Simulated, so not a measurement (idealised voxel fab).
Process module name: voxel capacitor over wiring
The figure presents cross-section cut, which has a width of 155 nm and is divided into square cells with an edge length of 5 nm.
Reading order for cross-sections: top band down to bottom band. Underlying form: a grid of square cells. Band size: one or more rows of cells. Band entry format. Leading values: height of top, height of bottom, nm. Remainder: materials in left-to-right order, each with its width in nm. Special words: "full width" on a single material, which then fills the band edge to edge; "empty", empty space. Heights are reckoned from 0. Under this level, the received wafer is all of one material. The bottommost band is open-ended downward, for example "from 0 down". A width given as "30 to 40" starts at the first number in the band's top row and ends at the second number in its bottom row, shifting by an equal amount at every step from row to row. A step reported as "remains unaltered" is a step in which no cell of the cross-section changed. So "Closed empty spaces" is basically the list of trapped voids: any empty space of 8 cells or more that can't reach the top through an opening. They're written width x height at distance, the distance being from the left edge, and it's all nm. That trailing text on a step's line, after the settings, is the simulator's own remark on the step. Steps that use a mask can have "overlay nm" on their line. It says how far the mask sat to the right of where it was meant to be. Negative means to the left.

Here's what the planned process steps look like
- 1: RECEIVE,material Si
- 2: CONFORMAL_DEP,material SiO2,thk nm 10
- 3: CONFORMAL_DEP,material SiN,thk nm 5
- 4: DIRECTIONAL_DEP,material SiO2,thk nm 25
- 5: DIRECTIONAL_DEP,material aC,thk nm 15
- 6: PATTERN,tone open,mask id METAL_1,material resist,width nm 20,pitch nm 85,thk nm 30,overlay nm 0
- 7: DIRECTIONAL_ETCH,etch materials aC,depth nm 15
- 8: STRIP,etch materials resist
- 9: DIRECTIONAL_ETCH,etch materials SiO2,depth nm 25
- 10: DIRECTIONAL_ETCH,etch materials SiN,depth nm 5
- 11: STRIP,etch materials aC
- 12: CONFORMAL_DEP,material TiN,thk nm 5
- 13: FILL_DEP,material Cu,thk nm 5
- 14: CMP,height nm 40
- 15: CONFORMAL_DEP,material SiCN,thk nm 5
- 16: DIRECTIONAL_DEP,material SiO2,thk nm 15
- 17: DIRECTIONAL_DEP,material aC,thk nm 15
- 18: PATTERN,tone open,mask id PLUG_1,material resist,width nm 15,thk nm 30,overlay nm 0
- 19: DIRECTIONAL_ETCH,etch materials aC,depth nm 15
- 20: STRIP,etch materials resist
- 21: DIRECTIONAL_ETCH,etch materials SiO2,depth nm 15
- 22: DIRECTIONAL_ETCH,etch materials SiCN,depth nm 5
- 23: STRIP,etch materials aC
- 24: EPI,material Ru,thk nm 10
- 25: EPI,material Ru,thk nm 10
- 26: DIRECTIONAL_DEP,material TiN,thk nm 10
- 27: DIRECTIONAL_DEP,material SiN,thk nm 5
- 28: DIRECTIONAL_DEP,material TiN,thk nm 5
- 29: PATTERN,tone cover,mask id UPPER_PLATE,material resist,width nm 70,thk nm 15,overlay nm 0
- 30: DIRECTIONAL_ETCH,etch materials TiN,depth nm 5
- 31: DIRECTIONAL_ETCH,etch materials SiN,depth nm 5
- 32: STRIP,etch materials resist
- 33: MASKED_ETCH,tone cover,mask id LOWER_PLATE,width nm 80,etch materials TiN,depth nm 10,overlay nm 0
- 34: FILL_DEP,material SiO2,thk nm 15
- 35: CMP,height nm 90
- 36: MASKED_ETCH,tone open,mask id PLUG_2,width nm 15,etch materials SiO2,depth nm 10,overlay nm 0
- 37: CONFORMAL_DEP,material TiN,thk nm 5
- 38: FILL_DEP,material Ru,thk nm 10
- 39: CMP,height nm 90
- 40: CONFORMAL_DEP,material SiCN,thk nm 5

The following pertains to the first of two wafers, which was processed as planned

Here's what the wafer looked like in cross-section when it arrived - that's after step 1
* from 0 down  Si full width
* Closed empty spaces: none

Wafer xsec, post step 2
* from 10 to 0  SiO2 full width
* below 0: unchanged

Wafer xsec, post step 3
* from 15 to 10  SiN full width
* below 10: unchanged

Wafer xsec, post step 4
* from 40 to 15  SiO2 full width
* below 15: unchanged

Wafer xsec, post step 5
* from 55 to 40  aC full width
* below 40: unchanged

Wafer xsec, post step 6
* from 85 to 55  25 of resist, then 20 of empty, then 65 of resist, then 20 of empty, then 25 of resist
* below 55: unchanged

Wafer xsec, post step 7
* from 70 to 55  25 of resist, then 20 of empty, then 65 of resist, then 20 of empty, then 25 of resist
* from 55 to 40  25 of aC, then 20 of empty, then 65 of aC, then 20 of empty, then 25 of aC
* below 40: unchanged

Wafer xsec, post step 8
* from 55 to 40  25 of aC, then 20 of empty, then 65 of aC, then 20 of empty, then 25 of aC
* below 40: unchanged

Wafer xsec, post step 9
* from 55 to 40  25 of aC, then 20 of empty, then 65 of aC, then 20 of empty, then 25 of aC
* from 40 to 15  25 of SiO2, then 20 of empty, then 65 of SiO2, then 20 of empty, then 25 of SiO2
* below 15: unchanged

Wafer xsec, post step 10
* from 55 to 40  25 of aC, then 20 of empty, then 65 of aC, then 20 of empty, then 25 of aC
* from 40 to 15  25 of SiO2, then 20 of empty, then 65 of SiO2, then 20 of empty, then 25 of SiO2
* from 15 to 10  25 of SiN, then 20 of empty, then 65 of SiN, then 20 of empty, then 25 of SiN
* below 10: unchanged

Wafer xsec, post step 11
* from 40 to 15  25 of SiO2, then 20 of empty, then 65 of SiO2, then 20 of empty, then 25 of SiO2
* below 15: unchanged

Wafer xsec, post step 12
* from 45 to 40  30 of TiN, then 10 of empty, then 75 of TiN, then 10 of empty, then 30 of TiN
* from 40 to 15  25 of SiO2, then 5 of TiN, then 10 of empty, then 5 of TiN, then 65 of SiO2, then 5 of TiN, then 10 of empty, then 5 of TiN, then 25 of SiO2
* from 15 to 10  25 of SiN, then 20 of TiN, then 65 of SiN, then 20 of TiN, then 25 of SiN
* below 10: unchanged

Wafer xsec, post step 13
* from 50 to 45  Cu full width
* from 45 to 40  30 of TiN, then 10 of Cu, then 75 of TiN, then 10 of Cu, then 30 of TiN
* from 40 to 15  25 of SiO2, then 5 of TiN, then 10 of Cu, then 5 of TiN, then 65 of SiO2, then 5 of TiN, then 10 of Cu, then 5 of TiN, then 25 of SiO2
* below 15: unchanged

Wafer xsec, post step 14
* from 40 to 15  25 of SiO2, then 5 of TiN, then 10 of Cu, then 5 of TiN, then 65 of SiO2, then 5 of TiN, then 10 of Cu, then 5 of TiN, then 25 of SiO2
* below 15: unchanged

Wafer xsec, post step 15
* from 45 to 40  SiCN full width
* below 40: unchanged

Wafer xsec, post step 16
* from 60 to 45  SiO2 full width
* below 45: unchanged

Wafer xsec, post step 17
* from 75 to 60  aC full width
* below 60: unchanged

Wafer xsec, post step 18
* from 105 to 75  30 of resist, then 15 of empty, then 110 of resist
* below 75: unchanged

Wafer xsec, post step 19
* from 90 to 75  30 of resist, then 15 of empty, then 110 of resist
* from 75 to 60  30 of aC, then 15 of empty, then 110 of aC
* below 60: unchanged

Wafer xsec, post step 20
* from 75 to 60  30 of aC, then 15 of empty, then 110 of aC
* below 60: unchanged

Wafer xsec, post step 21
* from 75 to 60  30 of aC, then 15 of empty, then 110 of aC
* from 60 to 45  30 of SiO2, then 15 of empty, then 110 of SiO2
* below 45: unchanged

Wafer xsec, post step 22
* from 75 to 60  30 of aC, then 15 of empty, then 110 of aC
* from 60 to 45  30 of SiO2, then 15 of empty, then 110 of SiO2
* from 45 to 40  30 of SiCN, then 15 of empty, then 110 of SiCN
* below 40: unchanged

Wafer xsec, post step 23
* from 60 to 45  30 of SiO2, then 15 of empty, then 110 of SiO2
* below 45: unchanged

Wafer xsec, post step 24
* from 60 to 50  30 of SiO2, then 15 of empty, then 110 of SiO2
* from 50 to 45  30 of SiO2, then 15 of Ru, then 110 of SiO2
* from 45 to 40  30 of SiCN, then 15 of Ru, then 110 of SiCN
* below 40: unchanged

Wafer xsec, post step 25
* from 60 to 45  30 of SiO2, then 15 of Ru, then 110 of SiO2
* below 45: unchanged

Wafer xsec, post step 26
* from 70 to 60  TiN full width
* below 60: unchanged

Wafer xsec, post step 27
* from 75 to 70  SiN full width
* below 70: unchanged

Wafer xsec, post step 28
* from 80 to 75  TiN full width
* below 75: unchanged

Wafer xsec, post step 29
* from 95 to 80  30 of empty, then 70 of resist, then 55 of empty
* below 80: unchanged

Wafer xsec, post step 30
* from 95 to 80  30 of empty, then 70 of resist, then 55 of empty
* from 80 to 75  30 of empty, then 70 of TiN, then 55 of empty
* below 75: unchanged

Wafer xsec, post step 31
* from 95 to 80  30 of empty, then 70 of resist, then 55 of empty
* from 80 to 75  30 of empty, then 70 of TiN, then 55 of empty
* from 75 to 70  30 of empty, then 70 of SiN, then 55 of empty
* below 70: unchanged

Wafer xsec, post step 32
* from 80 to 75  30 of empty, then 70 of TiN, then 55 of empty
* below 75: unchanged

Wafer xsec, post step 33
* from 80 to 75  30 of empty, then 70 of TiN, then 55 of empty
* from 75 to 70  30 of empty, then 70 of SiN, then 55 of empty
* from 70 to 60  25 of empty, then 80 of TiN, then 50 of empty
* below 60: unchanged

Wafer xsec, post step 34
* from 95 to 80  SiO2 full width
* from 80 to 75  30 of SiO2, then 70 of TiN, then 55 of SiO2
* from 75 to 70  30 of SiO2, then 70 of SiN, then 55 of SiO2
* from 70 to 60  25 of SiO2, then 80 of TiN, then 50 of SiO2
* below 60: unchanged

Wafer xsec, post step 35
* from 90 to 80  SiO2 full width
* below 80: unchanged

Wafer xsec, post step 36
* from 90 to 80  40 of SiO2, then 15 of empty, then 100 of SiO2
* below 80: unchanged

Wafer xsec, post step 37
* from 95 to 90  45 of TiN, then 5 of empty, then 105 of TiN
* from 90 to 85  40 of SiO2, then 5 of TiN, then 5 of empty, then 5 of TiN, then 100 of SiO2
* from 85 to 75  40 to 30 of SiO2, then 15 to 70 of TiN, then 100 to 55 of SiO2
* below 75: unchanged

Wafer xsec, post step 38
* from 105 to 95  Ru full width
* from 95 to 90  45 of TiN, then 5 of Ru, then 105 of TiN
* from 90 to 85  40 of SiO2, then 5 of TiN, then 5 of Ru, then 5 of TiN, then 100 of SiO2
* below 85: unchanged

Wafer xsec, post step 39
* from 90 to 85  40 of SiO2, then 5 of TiN, then 5 of Ru, then 5 of TiN, then 100 of SiO2
* below 85: unchanged

Wafer xsec, post step 40
* from 95 to 90  SiCN full width
* below 90: unchanged

The remaining wafer, second of the two, started like the first and was run to the same plan, except that one mistake was made along the way; the two coincide through step 23, inclusive

Second wafer: cross-section at the scheduled end of step 25
* from 70 to 60  20 of empty, then 35 of Ru, then 100 of empty
* from 60 to 45  30 of SiO2, then 15 of Ru, then 110 of SiO2
* from 45 to 40  30 of SiCN, then 15 of Ru, then 110 of SiCN
* below 40: unchanged

Second wafer: cross-section at the scheduled end of step 26
* from 80 to 70  20 of empty, then 35 of TiN, then 100 of empty
* from 70 to 60  20 of TiN, then 35 of Ru, then 100 of TiN
* below 60: unchanged

Second wafer: cross-section at the scheduled end of step 27
* from 85 to 80  20 of empty, then 35 of SiN, then 100 of empty
* from 80 to 75  20 of empty, then 35 of TiN, then 100 of empty
* from 75 to 70  20 of SiN, then 35 of TiN, then 100 of SiN
* below 70: unchanged

Second wafer: cross-section at the scheduled end of step 28
* from 90 to 85  20 of empty, then 35 of TiN, then 100 of empty
* from 85 to 80  20 of empty, then 35 of SiN, then 100 of empty
* from 80 to 75  TiN full width
* below 75: unchanged

Second wafer: cross-section at the scheduled end of step 29
* from 105 to 90  30 of empty, then 70 of resist, then 55 of empty
* from 90 to 85  20 of empty, then 35 of TiN, then 45 of resist, then 55 of empty
* from 85 to 80  20 of empty, then 35 of SiN, then 45 of resist, then 55 of empty
* below 80: unchanged

Second wafer: cross-section at the scheduled end of step 30
* from 105 to 90  30 of empty, then 70 of resist, then 55 of empty
* from 90 to 85  30 of empty, then 25 of TiN, then 45 of resist, then 55 of empty
* from 85 to 80  20 of empty, then 35 of SiN, then 45 of resist, then 55 of empty
* from 80 to 75  20 of empty, then 80 of TiN, then 55 of empty
* below 75: unchanged

Second wafer: cross-section at the scheduled end of step 31
* from 105 to 90  30 of empty, then 70 of resist, then 55 of empty
* from 90 to 85  30 of empty, then 25 of TiN, then 45 of resist, then 55 of empty
* from 85 to 80  30 of empty, then 25 of SiN, then 45 of resist, then 55 of empty
* from 80 to 75  20 of empty, then 80 of TiN, then 55 of empty
* from 75 to 70  20 of empty, then 35 of TiN, then 45 of SiN, then 55 of empty
* below 70: unchanged

Second wafer: cross-section at the scheduled end of step 32
* from 90 to 85  30 of empty, then 25 of TiN, then 100 of empty
* from 85 to 80  30 of empty, then 25 of SiN, then 100 of empty
* below 80: unchanged

Second wafer: cross-section at the scheduled end of step 33
* from 90 to 85  30 of empty, then 25 of TiN, then 100 of empty
* from 85 to 80  30 of empty, then 25 of SiN, then 100 of empty
* from 80 to 75  25 of empty, then 75 of TiN, then 55 of empty
* from 75 to 70  25 of empty, then 30 of TiN, then 45 of SiN, then 55 of empty
* from 70 to 60  20 of empty, then 35 of Ru, then 50 of TiN, then 50 of empty
* below 60: unchanged

Second wafer: cross-section at the scheduled end of step 34
* from 105 to 90  SiO2 full width
* from 90 to 85  30 of SiO2, then 25 of TiN, then 100 of SiO2
* from 85 to 80  30 of SiO2, then 25 of SiN, then 100 of SiO2
* from 80 to 75  25 of SiO2, then 75 of TiN, then 55 of SiO2
* from 75 to 70  25 of SiO2, then 30 of TiN, then 45 of SiN, then 55 of SiO2
* from 70 to 60  20 of SiO2, then 35 of Ru, then 50 of TiN, then 50 of SiO2
* below 60: unchanged

Second wafer: cross-section at the scheduled end of step 35
* from 90 to 85  30 of SiO2, then 25 of TiN, then 100 of SiO2
* below 85: unchanged

Second wafer: cross-section at the scheduled end of step 36: remains unaltered

Second wafer: cross-section at the scheduled end of step 37
* from 95 to 90  TiN full width
* below 90: unchanged

Second wafer: cross-section at the scheduled end of step 38
* from 105 to 95  Ru full width
* below 95: unchanged

Second wafer: cross-section at the scheduled end of step 39
* from 90 to 85  30 of SiO2, then 25 of TiN, then 100 of SiO2
* below 85: unchanged

Second wafer: cross-section at the scheduled end of step 40
* from 95 to 90  SiCN full width
* below 90: unchanged
Deviation from plan: one of the indistinguishable steps 24 and 25 was run twice, its identity unknown
Final difference in cells, second wafer against first, listed per material as more or fewer: 13 more of Ru; 8 fewer of SiO2; 5 fewer of TiN
